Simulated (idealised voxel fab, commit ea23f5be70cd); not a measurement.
Proc. module: voxel gate over fins
Cross-section cut: width 220 nm, square cells of 5 nm.
Each cross-section below is a grid of square cells, stated as bands in top-down order, with one or more rows of cells making up each band. Band entry format. Leading values: height of top, height of bottom, nm. Remainder: materials in left-to-right order, each with its width in nm. Special words: "full width" on a single material, which then fills the band edge to edge; "blank", empty space. Height 0 is the level under which the wafer as received is all one material. The lowest band goes on downwards, as in "0 down". The two numbers in a width such as "30..40" mark its ends across the band: the first belongs to the top row of cells, the second to the bottom row, and from each row to the next the width moves by the same amount. Where the words "stayed the same" appear for a step, the cross-section shows no cell changed by that step; every cell remained as before. Empty spaces without an open route to the top, at least 8 cells in extent, make up the entry "Enclosed void catalog"; each is given as width x height at distance, where the distance is measured from the left edge, and all are in nm. Where a step's line continues beyond its settings, the continuation is a remark by the simulator itself on that step. When a step includes a mask, the "overlay nm" setting on its line states how far to the right of its planned place that mask lay, and negative values state how far to the left.

# The process steps that were planned are listed below
1,RECEIVE: material Si
2,CONFORMAL_DEP: material SiN, thk nm 5
3,MASKED_ETCH: tone cover, mask id FINS, width nm 15, pitch nm 50, etch materials SiN, depth nm 5, overlay nm 0
4,MASKED_ETCH: tone cover, mask id FINS, width nm 15, pitch nm 50, etch materials Si, depth nm 40, overlay nm 0
5,FILL_DEP: material SiO2, thk nm 5
6,CMP: height nm 5
7,PATTERN: tone open, mask id RAIL, material resist, width nm 15, thk nm 15, overlay nm 0
8,DIRECTIONAL_ETCH: etch materials SiO2, depth nm 40
9,STRIP: etch materials resist
10,CONFORMAL_DEP: material TiN, thk nm 5
11,FILL_DEP: material Ru, thk nm 10
12,CMP: height nm 5
13,SELECTIVE_ETCH: etch materials W Ru TiN, depth nm 30
14,FILL_DEP: material SiO2, thk nm 5
15,CMP: height nm 5
16,SELECTIVE_ETCH: etch materials SiO2, depth nm 20
17,STRIP: etch materials SiN
18,CONFORMAL_DEP: material HfO2, thk nm 5
19,CONFORMAL_DEP: material TiN, thk nm 5
20,CONFORMAL_DEP: material TiAl, thk nm 5
21,CONFORMAL_DEP: material TiN, thk nm 5
22,FILL_DEP: material W, thk nm 15
23,CMP: height nm 30
24,CONFORMAL_DEP: material SiN, thk nm 5

# The first of a set of two wafers, run to plan

# Here's what the wafer looked like in cross-section when it arrived - that's after step 1
    0 down  Si full width
    Enclosed void catalog: none

# Cross-sectional representation of the wafer at the conclusion of step 2
    5 to 0  SiN full width
    For the remainder of the cross-section, below 0, there is no change.

# Cross-sectional representation of the wafer at the conclusion of step 3
    5 to 0  blank: 50  SiN: 15  blank: 35  SiN: 15  blank: 35  SiN: 15  blank: 55
    For the remainder of the cross-section, below 0, there is no change.

# Cross-sectional representation of the wafer at the conclusion of step 4
    5 to 0  blank: 50  SiN: 15  blank: 35  SiN: 15  blank: 35  SiN: 15  blank: 55
    0 to -40  blank: 50  Si: 15  blank: 35  Si: 15  blank: 35  Si: 15  blank: 55
    For the remainder of the cross-section, below -40, there is no change.

# Cross-sectional representation of the wafer at the conclusion of step 5
    10 to 5  SiO2 full width
    5 to 0  SiO2: 50  SiN: 15  SiO2: 35  SiN: 15  SiO2: 35  SiN: 15  SiO2: 55
    0 to -40  SiO2: 50  Si: 15  SiO2: 35  Si: 15  SiO2: 35  Si: 15  SiO2: 55
    For the remainder of the cross-section, below -40, there is no change.

# Cross-sectional representation of the wafer at the conclusion of step 6
    5 to 0  SiO2: 50  SiN: 15  SiO2: 35  SiN: 15  SiO2: 35  SiN: 15  SiO2: 55
    For the remainder of the cross-section, below 0, there is no change.

# Cross-sectional representation of the wafer at the conclusion of step 7
    20 to 5  resist: 75  blank: 15  resist: 130
    For the remainder of the cross-section, below 5, there is no change.

# Cross-sectional representation of the wafer at the conclusion of step 8
    20 to 5  resist: 75  blank: 15  resist: 130
    5 to 0  SiO2: 50  SiN: 15  SiO2: 10  blank: 15  SiO2: 10  SiN: 15  SiO2: 35  SiN: 15  SiO2: 55
    0 to -35  SiO2: 50  Si: 15  SiO2: 10  blank: 15  SiO2: 10  Si: 15  SiO2: 35  Si: 15  SiO2: 55
    For the remainder of the cross-section, below -35, there is no change.

# Cross-sectional representation of the wafer at the conclusion of step 9
    5 to 0  SiO2: 50  SiN: 15  SiO2: 10  blank: 15  SiO2: 10  SiN: 15  SiO2: 35  SiN: 15  SiO2: 55
    For the remainder of the cross-section, below 0, there is no change.

# Cross-sectional representation of the wafer at the conclusion of step 10
    10 to 5  TiN: 80  blank: 5  TiN: 135
    5 to 0  SiO2: 50  SiN: 15  SiO2: 10  TiN: 5  blank: 5  TiN: 5  SiO2: 10  SiN: 15  SiO2: 35  SiN: 15  SiO2: 55
    0 to -30  SiO2: 50  Si: 15  SiO2: 10  TiN: 5  blank: 5  TiN: 5  SiO2: 10  Si: 15  SiO2: 35  Si: 15  SiO2: 55
    -30 to -35  SiO2: 50  Si: 15  SiO2: 10  TiN: 15  SiO2: 10  Si: 15  SiO2: 35  Si: 15  SiO2: 55
    For the remainder of the cross-section, below -35, there is no change.

# Cross-sectional representation of the wafer at the conclusion of step 11
    20 to 10  Ru full width
    10 to 5  TiN: 80  Ru: 5  TiN: 135
    5 to 0  SiO2: 50  SiN: 15  SiO2: 10  TiN: 5  Ru: 5  TiN: 5  SiO2: 10  SiN: 15  SiO2: 35  SiN: 15  SiO2: 55
    0 to -30  SiO2: 50  Si: 15  SiO2: 10  TiN: 5  Ru: 5  TiN: 5  SiO2: 10  Si: 15  SiO2: 35  Si: 15  SiO2: 55
    For the remainder of the cross-section, below -30, there is no change.

# Cross-sectional representation of the wafer at the conclusion of step 12
    5 to 0  SiO2: 50  SiN: 15  SiO2: 10  TiN: 5  Ru: 5  TiN: 5  SiO2: 10  SiN: 15  SiO2: 35  SiN: 15  SiO2: 55
    For the remainder of the cross-section, below 0, there is no change.

# Cross-sectional representation of the wafer at the conclusion of step 13
    5 to 0  SiO2: 50  SiN: 15  SiO2: 10  blank: 15  SiO2: 10  SiN: 15  SiO2: 35  SiN: 15  SiO2: 55
    0 to -25  SiO2: 50  Si: 15  SiO2: 10  blank: 15  SiO2: 10  Si: 15  SiO2: 35  Si: 15  SiO2: 55
    For the remainder of the cross-section, below -25, there is no change.

# Cross-sectional representation of the wafer at the conclusion of step 14
    10 to 5  SiO2 full width
    5 to 0  SiO2: 50  SiN: 15  SiO2: 35  SiN: 15  SiO2: 35  SiN: 15  SiO2: 55
    0 to -25  SiO2: 50  Si: 15  SiO2: 35  Si: 15  SiO2: 35  Si: 15  SiO2: 55
    For the remainder of the cross-section, below -25, there is no change.

# Cross-sectional representation of the wafer at the conclusion of step 15
    5 to 0  SiO2: 50  SiN: 15  SiO2: 35  SiN: 15  SiO2: 35  SiN: 15  SiO2: 55
    For the remainder of the cross-section, below 0, there is no change.

# Cross-sectional representation of the wafer at the conclusion of step 16
    5 to 0  blank: 50  SiN: 15  blank: 35  SiN: 15  blank: 35  SiN: 15  blank: 55
    0 to -15  blank: 50  Si: 15  blank: 35  Si: 15  blank: 35  Si: 15  blank: 55
    For the remainder of the cross-section, below -15, there is no change.

# Cross-sectional representation of the wafer at the conclusion of step 17
    0 to -15  blank: 50  Si: 15  blank: 35  Si: 15  blank: 35  Si: 15  blank: 55
    For the remainder of the cross-section, below -15, there is no change.

# Cross-sectional representation of the wafer at the conclusion of step 18
    5 to 0  blank: 45  HfO2: 25  blank: 25  HfO2: 25  blank: 25  HfO2: 25  blank: 50
    0 to -10  blank: 45  HfO2: 5  Si: 15  HfO2: 5  blank: 25  HfO2: 5  Si: 15  HfO2: 5  blank: 25  HfO2: 5  Si: 15  HfO2: 5  blank: 50
    -10 to -15  HfO2: 50  Si: 15  HfO2: 35  Si: 15  HfO2: 35  Si: 15  HfO2: 55
    For the remainder of the cross-section, below -15, there is no change.

# Cross-sectional representation of the wafer at the conclusion of step 19
    10 to 5  blank: 40  TiN: 35  blank: 15  TiN: 35  blank: 15  TiN: 35  blank: 45
    5 to 0  blank: 40  TiN: 5  HfO2: 25  TiN: 5  blank: 15  TiN: 5  HfO2: 25  TiN: 5  blank: 15  TiN: 5  HfO2: 25  TiN: 5  blank: 45
    0 to -5  blank: 40  TiN: 5  HfO2: 5  Si: 15  HfO2: 5  TiN: 5  blank: 15  TiN: 5  HfO2: 5  Si: 15  HfO2: 5  TiN: 5  blank: 15  TiN: 5  HfO2: 5  Si: 15  HfO2: 5  TiN: 5  blank: 45
    -5 to -10  TiN: 45  HfO2: 5  Si: 15  HfO2: 5  TiN: 25  HfO2: 5  Si: 15  HfO2: 5  TiN: 25  HfO2: 5  Si: 15  HfO2: 5  TiN: 50
    For the remainder of the cross-section, below -10, there is no change.

# Cross-sectional representation of the wafer at the conclusion of step 20
    15 to 10  blank: 35  TiAl: 45  blank: 5  TiAl: 45  blank: 5  TiAl: 45  blank: 40
    10 to 5  blank: 35  TiAl: 5  TiN: 35  TiAl: 5  blank: 5  TiAl: 5  TiN: 35  TiAl: 5  blank: 5  TiAl: 5  TiN: 35  TiAl: 5  blank: 40
    5 to 0  blank: 35  TiAl: 5  TiN: 5  HfO2: 25  TiN: 5  TiAl: 5  blank: 5  TiAl: 5  TiN: 5  HfO2: 25  TiN: 5  TiAl: 5  blank: 5  TiAl: 5  TiN: 5  HfO2: 25  TiN: 5  TiAl: 5  blank: 40
    0 to -5  TiAl: 40  TiN: 5  HfO2: 5  Si: 15  HfO2: 5  TiN: 5  TiAl: 15  TiN: 5  HfO2: 5  Si: 15  HfO2: 5  TiN: 5  TiAl: 15  TiN: 5  HfO2: 5  Si: 15  HfO2: 5  TiN: 5  TiAl: 45
    For the remainder of the cross-section, below -5, there is no change.

# Cross-sectional representation of the wafer at the conclusion of step 21
    20 to 15  blank: 30  TiN: 155  blank: 35
    15 to 10  blank: 30  TiN: 5  TiAl: 45  TiN: 5  TiAl: 45  TiN: 5  TiAl: 45  TiN: 5  blank: 35
    10 to 5  blank: 30  TiN: 5  TiAl: 5  TiN: 35  TiAl: 5  TiN: 5  TiAl: 5  TiN: 35  TiAl: 5  TiN: 5  TiAl: 5  TiN: 35  TiAl: 5  TiN: 5  blank: 35
    5 to 0  TiN: 35  TiAl: 5  TiN: 5  HfO2: 25  TiN: 5  TiAl: 5  TiN: 5  TiAl: 5  TiN: 5  HfO2: 25  TiN: 5  TiAl: 5  TiN: 5  TiAl: 5  TiN: 5  HfO2: 25  TiN: 5  TiAl: 5  TiN: 40
    For the remainder of the cross-section, below 0, there is no change.

# Cross-sectional representation of the wafer at the conclusion of step 22
    35 to 20  W full width
    20 to 15  W: 30  TiN: 155  W: 35
    15 to 10  W: 30  TiN: 5  TiAl: 45  TiN: 5  TiAl: 45  TiN: 5  TiAl: 45  TiN: 5  W: 35
    10 to 5  W: 30  TiN: 5  TiAl: 5  TiN: 35  TiAl: 5  TiN: 5  TiAl: 5  TiN: 35  TiAl: 5  TiN: 5  TiAl: 5  TiN: 35  TiAl: 5  TiN: 5  W: 35
    For the remainder of the cross-section, below 5, there is no change.

# Cross-sectional representation of the wafer at the conclusion of step 23
    30 to 20  W full width
    For the remainder of the cross-section, below 20, there is no change.

# Cross-sectional representation of the wafer at the conclusion of step 24
    35 to 30  SiN full width
    For the remainder of the cross-section, below 30, there is no change.

# The second wafer began exactly as the first did and followed the same plan, but one mistake was made while running it; through step 6 inclusive, the two wafers are identical

# The second wafer cut through, at the time step 7 was supposed to be finished
    20 to 5  resist: 70  blank: 25  resist: 125
    For the remainder of the cross-section, below 5, there is no change.

# The second wafer cut through, at the time step 8 was supposed to be finished
    20 to 5  resist: 70  blank: 25  resist: 125
    5 to 0  SiO2: 50  SiN: 15  SiO2: 5  blank: 25  SiO2: 5  SiN: 15  SiO2: 35  SiN: 15  SiO2: 55
    0 to -35  SiO2: 50  Si: 15  SiO2: 5  blank: 25  SiO2: 5  Si: 15  SiO2: 35  Si: 15  SiO2: 55
    For the remainder of the cross-section, below -35, there is no change.

# The second wafer cut through, at the time step 9 was supposed to be finished
    5 to 0  SiO2: 50  SiN: 15  SiO2: 5  blank: 25  SiO2: 5  SiN: 15  SiO2: 35  SiN: 15  SiO2: 55
    For the remainder of the cross-section, below 0, there is no change.

# The second wafer cut through, at the time step 10 was supposed to be finished
    10 to 5  TiN: 75  blank: 15  TiN: 130
    5 to 0  SiO2: 50  SiN: 15  SiO2: 5  TiN: 5  blank: 15  TiN: 5  SiO2: 5  SiN: 15  SiO2: 35  SiN: 15  SiO2: 55
    0 to -30  SiO2: 50  Si: 15  SiO2: 5  TiN: 5  blank: 15  TiN: 5  SiO2: 5  Si: 15  SiO2: 35  Si: 15  SiO2: 55
    -30 to -35  SiO2: 50  Si: 15  SiO2: 5  TiN: 25  SiO2: 5  Si: 15  SiO2: 35  Si: 15  SiO2: 55
    For the remainder of the cross-section, below -35, there is no change.

# The second wafer cut through, at the time step 11 was supposed to be finished
    20 to 10  Ru full width
    10 to 5  TiN: 75  Ru: 15  TiN: 130
    5 to 0  SiO2: 50  SiN: 15  SiO2: 5  TiN: 5  Ru: 15  TiN: 5  SiO2: 5  SiN: 15  SiO2: 35  SiN: 15  SiO2: 55
    0 to -30  SiO2: 50  Si: 15  SiO2: 5  TiN: 5  Ru: 15  TiN: 5  SiO2: 5  Si: 15  SiO2: 35  Si: 15  SiO2: 55
    For the remainder of the cross-section, below -30, there is no change.

# The second wafer cut through, at the time step 12 was supposed to be finished
    5 to 0  SiO2: 50  SiN: 15  SiO2: 5  TiN: 5  Ru: 15  TiN: 5  SiO2: 5  SiN: 15  SiO2: 35  SiN: 15  SiO2: 55
    For the remainder of the cross-section, below 0, there is no change.

# The second wafer cut through, at the time step 13 was supposed to be finished
    5 to 0  SiO2: 50  SiN: 15  SiO2: 5  blank: 25  SiO2: 5  SiN: 15  SiO2: 35  SiN: 15  SiO2: 55
    0 to -25  SiO2: 50  Si: 15  SiO2: 5  blank: 25  SiO2: 5  Si: 15  SiO2: 35  Si: 15  SiO2: 55
    For the remainder of the cross-section, below -25, there is no change.

# The second wafer cut through, at the time step 14 was supposed to be finished
    10 to 5  SiO2 full width
    5 to 0  SiO2: 50  SiN: 15  SiO2: 35  SiN: 15  SiO2: 35  SiN: 15  SiO2: 55
    0 to -25  SiO2: 50  Si: 15  SiO2: 35  Si: 15  SiO2: 35  Si: 15  SiO2: 55
    For the remainder of the cross-section, below -25, there is no change.

# The second wafer cut through, at the time step 15 was supposed to be finished
    5 to 0  SiO2: 50  SiN: 15  SiO2: 35  SiN: 15  SiO2: 35  SiN: 15  SiO2: 55
    For the remainder of the cross-section, below 0, there is no change.

# The second wafer cut through, at the time step 16 was supposed to be finished
    5 to 0  blank: 50  SiN: 15  blank: 35  SiN: 15  blank: 35  SiN: 15  blank: 55
    0 to -15  blank: 50  Si: 15  blank: 35  Si: 15  blank: 35  Si: 15  blank: 55
    For the remainder of the cross-section, below -15, there is no change.

# The second wafer cut through, at the time step 17 was supposed to be finished
    0 to -15  blank: 50  Si: 15  blank: 35  Si: 15  blank: 35  Si: 15  blank: 55
    For the remainder of the cross-section, below -15, there is no change.

# The second wafer cut through, at the time step 18 was supposed to be finished
    5 to 0  blank: 45  HfO2: 25  blank: 25  HfO2: 25  blank: 25  HfO2: 25  blank: 50
    0 to -10  blank: 45  HfO2: 5  Si: 15  HfO2: 5  blank: 25  HfO2: 5  Si: 15  HfO2: 5  blank: 25  HfO2: 5  Si: 15  HfO2: 5  blank: 50
    -10 to -15  HfO2: 50  Si: 15  HfO2: 35  Si: 15  HfO2: 35  Si: 15  HfO2: 55
    For the remainder of the cross-section, below -15, there is no change.

# The second wafer cut through, at the time step 19 was supposed to be finished
    10 to 5  blank: 40  TiN: 35  blank: 15  TiN: 35  blank: 15  TiN: 35  blank: 45
    5 to 0  blank: 40  TiN: 5  HfO2: 25  TiN: 5  blank: 15  TiN: 5  HfO2: 25  TiN: 5  blank: 15  TiN: 5  HfO2: 25  TiN: 5  blank: 45
    0 to -5  blank: 40  TiN: 5  HfO2: 5  Si: 15  HfO2: 5  TiN: 5  blank: 15  TiN: 5  HfO2: 5  Si: 15  HfO2: 5  TiN: 5  blank: 15  TiN: 5  HfO2: 5  Si: 15  HfO2: 5  TiN: 5  blank: 45
    -5 to -10  TiN: 45  HfO2: 5  Si: 15  HfO2: 5  TiN: 25  HfO2: 5  Si: 15  HfO2: 5  TiN: 25  HfO2: 5  Si: 15  HfO2: 5  TiN: 50
    For the remainder of the cross-section, below -10, there is no change.

# The second wafer cut through, at the time step 20 was supposed to be finished
    15 to 10  blank: 35  TiAl: 45  blank: 5  TiAl: 45  blank: 5  TiAl: 45  blank: 40
    10 to 5  blank: 35  TiAl: 5  TiN: 35  TiAl: 5  blank: 5  TiAl: 5  TiN: 35  TiAl: 5  blank: 5  TiAl: 5  TiN: 35  TiAl: 5  blank: 40
    5 to 0  blank: 35  TiAl: 5  TiN: 5  HfO2: 25  TiN: 5  TiAl: 5  blank: 5  TiAl: 5  TiN: 5  HfO2: 25  TiN: 5  TiAl: 5  blank: 5  TiAl: 5  TiN: 5  HfO2: 25  TiN: 5  TiAl: 5  blank: 40
    0 to -5  TiAl: 40  TiN: 5  HfO2: 5  Si: 15  HfO2: 5  TiN: 5  TiAl: 15  TiN: 5  HfO2: 5  Si: 15  HfO2: 5  TiN: 5  TiAl: 15  TiN: 5  HfO2: 5  Si: 15  HfO2: 5  TiN: 5  TiAl: 45
    For the remainder of the cross-section, below -5, there is no change.

# The second wafer cut through, at the time step 21 was supposed to be finished
    20 to 15  blank: 30  TiN: 155  blank: 35
    15 to 10  blank: 30  TiN: 5  TiAl: 45  TiN: 5  TiAl: 45  TiN: 5  TiAl: 45  TiN: 5  blank: 35
    10 to 5  blank: 30  TiN: 5  TiAl: 5  TiN: 35  TiAl: 5  TiN: 5  TiAl: 5  TiN: 35  TiAl: 5  TiN: 5  TiAl: 5  TiN: 35  TiAl: 5  TiN: 5  blank: 35
    5 to 0  TiN: 35  TiAl: 5  TiN: 5  HfO2: 25  TiN: 5  TiAl: 5  TiN: 5  TiAl: 5  TiN: 5  HfO2: 25  TiN: 5  TiAl: 5  TiN: 5  TiAl: 5  TiN: 5  HfO2: 25  TiN: 5  TiAl: 5  TiN: 40
    For the remainder of the cross-section, below 0, there is no change.

# The second wafer cut through, at the time step 22 was supposed to be finished
    35 to 20  W full width
    20 to 15  W: 30  TiN: 155  W: 35
    15 to 10  W: 30  TiN: 5  TiAl: 45  TiN: 5  TiAl: 45  TiN: 5  TiAl: 45  TiN: 5  W: 35
    10 to 5  W: 30  TiN: 5  TiAl: 5  TiN: 35  TiAl: 5  TiN: 5  TiAl: 5  TiN: 35  TiAl: 5  TiN: 5  TiAl: 5  TiN: 35  TiAl: 5  TiN: 5  W: 35
    For the remainder of the cross-section, below 5, there is no change.

# The second wafer cut through, at the time step 23 was supposed to be finished
    30 to 20  W full width
    For the remainder of the cross-section, below 20, there is no change.

# The second wafer cut through, at the time step 24 was supposed to be finished
    35 to 30  SiN full width
    For the remainder of the cross-section, below 30, there is no change.
Where did the run depart from the plan? off-plan run, step 7, actual operation and settings PATTERN: tone open, mask id RAIL, material resist, width nm 25, thk nm 15, overlay nm 0
Final wafer comparison in cells, second versus first, more or fewer per material: +2 Ru, -4 SiO2, +2 TiN
